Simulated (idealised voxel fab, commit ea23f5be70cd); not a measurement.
Process module under the name voxel released beams
Cross-section cut: width 250 nm, square cells of 5 nm.
A cross-section in this document is a grid of square cells, and it is written down as bands, the top band listed before the ones below it; a band is made up of one or more rows of cells.
Quick guide to a band line: top height, bottom height (nm) up front; then every material left to right with its width in nm. Only one material and it's marked "edge to edge"? Then it fills the band edge to edge. And "empty" just means empty space.
Counting heights begins at 0, where everything beneath is, in the wafer as received, one material. The lowest band has no bottom; it goes on downwards, as "0 down" shows.
A width such as "30 to 40" changes by the same amount from each row of cells to the next, from the band's top row to its bottom row.
Reading "no alterations made" for a step: not a cell of the cross-section changed in it.
"Fully closed voids" specifies each empty space that is not open to the top and that occupies no fewer than 8 cells, using the form width x height at distance, the distance measured from the left edge and all three quantities in nm.
On a step's line, text after the settings is the simulator commenting on that step.
overlay nm: right-of-plan distance of the mask on a masked step; negative values mean left-of-plan.
INTENDED PROCESS STEPS
1) op RECEIVE | material Si
2) op CONFORMAL_DEP | material SiN | thk nm 5
3) op DIRECTIONAL_DEP | material SiO2 | thk nm 20
4) op PATTERN | tone open | mask id ANCHOR | material resist | width nm 45 | thk nm 15 | overlay nm 0
5) op DIRECTIONAL_ETCH | etch materials SiO2 | depth nm 20
6) op STRIP | etch materials resist
7) op CONFORMAL_DEP | material TiN | thk nm 15
8) op MASKED_ETCH | tone cover | mask id BEAM | width nm 130 | etch materials TiN | depth nm 15 | overlay nm -15
9) op STRIP | etch materials SiO2
Every wafer here starts from the same state; it is the step 8 overlay nm that distinguishes them, and the value the plan gives belongs to the first wafer.
AS RECEIVED, I.E. AFTER STEP 1: CROSS-SECTION THROUGH THE FIRST OF SEVERAL WAFERS
- 0 down  Si edge to edge
- Fully closed voids: none
END OF THE MODULE, PAST ITS LAST STEP, STEP 9: HOW THE FIRST OF SEVERAL WAFERS LOOKS IN CROSS-SECTION
- 40 to 25  empty 40 nm / TiN 35 nm / empty 15 nm / TiN 80 nm / empty 80 nm
- 25 to 20  empty 60 nm / TiN 15 nm / empty 15 nm / TiN 15 nm / empty 145 nm
- 20 to 5  empty 60 nm / TiN 45 nm / empty 145 nm
- 5 to 0  SiN edge to edge
- 0 down  Si edge to edge
- Fully closed voids: none
SECTIONAL VIEW OF THE LAST WAFER UPON COMPLETION OF THE MODULE
- 40 to 25  empty 70 nm / TiN 5 nm / empty 15 nm / TiN 110 nm / empty 50 nm
- 25 to 20  empty 60 nm / TiN 15 nm / empty 15 nm / TiN 15 nm / empty 145 nm
- 20 to 5  empty 60 nm / TiN 45 nm / empty 145 nm
- 5 to 0  SiN edge to edge
- 0 down  Si edge to edge
- Fully closed voids: none
TABLE: WAFERS, A ROW EACH; END-OF-MODULE CELL CHANGE PER MATERIAL SINCE RECEIPT, GAIN (+), LOSS (-); THEN CLOSED VOIDS
overlay nm -15; +50 SiN; +102 TiN; Fully closed voids: none
overlay nm -10; +50 SiN; +102 TiN; Fully closed voids: none
overlay nm -5; +50 SiN; +102 TiN; Fully closed voids: none
overlay nm 0; +50 SiN; +102 TiN; Fully closed voids: none
overlay nm 5; +50 SiN; +102 TiN; Fully closed voids: none
overlay nm 10; +50 SiN; +102 TiN; Fully closed voids: none
overlay nm 15; +50 SiN; +102 TiN; Fully closed voids: none
